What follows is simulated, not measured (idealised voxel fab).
process module | voxel local oxidation
cross-section cut | 270 nm wide | cells 5 nm
A cross-section is a grid of square cells, given in bands from the top down. A band is one or more rows of cells.
Each band's line starts with the height of the band's top and of its bottom, in nm. Then come its materials from left to right, each with its width in nm. One material with "throughout" fills the band from edge to edge. "air" is empty space.
Height 0 is the level under which the wafer as received is all one material. The lowest band goes on downwards, as in "0 down".
A width such as "30 to 40" changes by the same amount from each row of cells to the next, from the band's top row to its bottom row.
"no change" after a step means that no cell of the cross-section changed.
closed voids: empty space of 8 cells or more with no open way to the top, each as width x height at its distance from the left edge, in nm
after a step's settings: what the simulator itself notes on the step
overlay nm, on a step with a mask: how far to the right of its planned place the mask lay; to the left if negative
plan
1 op RECEIVE | material Si
2 op OXIDIZE | depth nm 5
3 op CONFORMAL_DEP | material SiN | thk nm 10
4 op DIRECTIONAL_DEP | material aC | thk nm 15
5 op PATTERN | tone cover | mask id ACTIVE | material resist | width nm 120 | thk nm 30 | overlay nm 0
6 op DIRECTIONAL_ETCH | etch materials aC | depth nm 15
7 op STRIP | etch materials resist
8 op DIRECTIONAL_ETCH | etch materials SiN | depth nm 10
9 op STRIP | etch materials aC
10 op SELECTIVE_ETCH | etch materials SiO2 | depth nm 5
11 op OXIDIZE | depth nm 10
12 op STRIP | etch materials SiN
as received, after step 1
  0 down: Si throughout
  closed voids: none
a wafer at the end: this start, this plan, one mistake
  0 to -5: SiO2 70 | air 130 | SiO2 70
  -5 to -15: Si 60 | SiO2 150 | Si 60
  -15 down: Si throughout
  closed voids: none
what went wrong: step 5 ran as: op PATTERN | tone open | mask id ACTIVE | material resist | width nm 120 | thk nm 30 | overlay nm 0
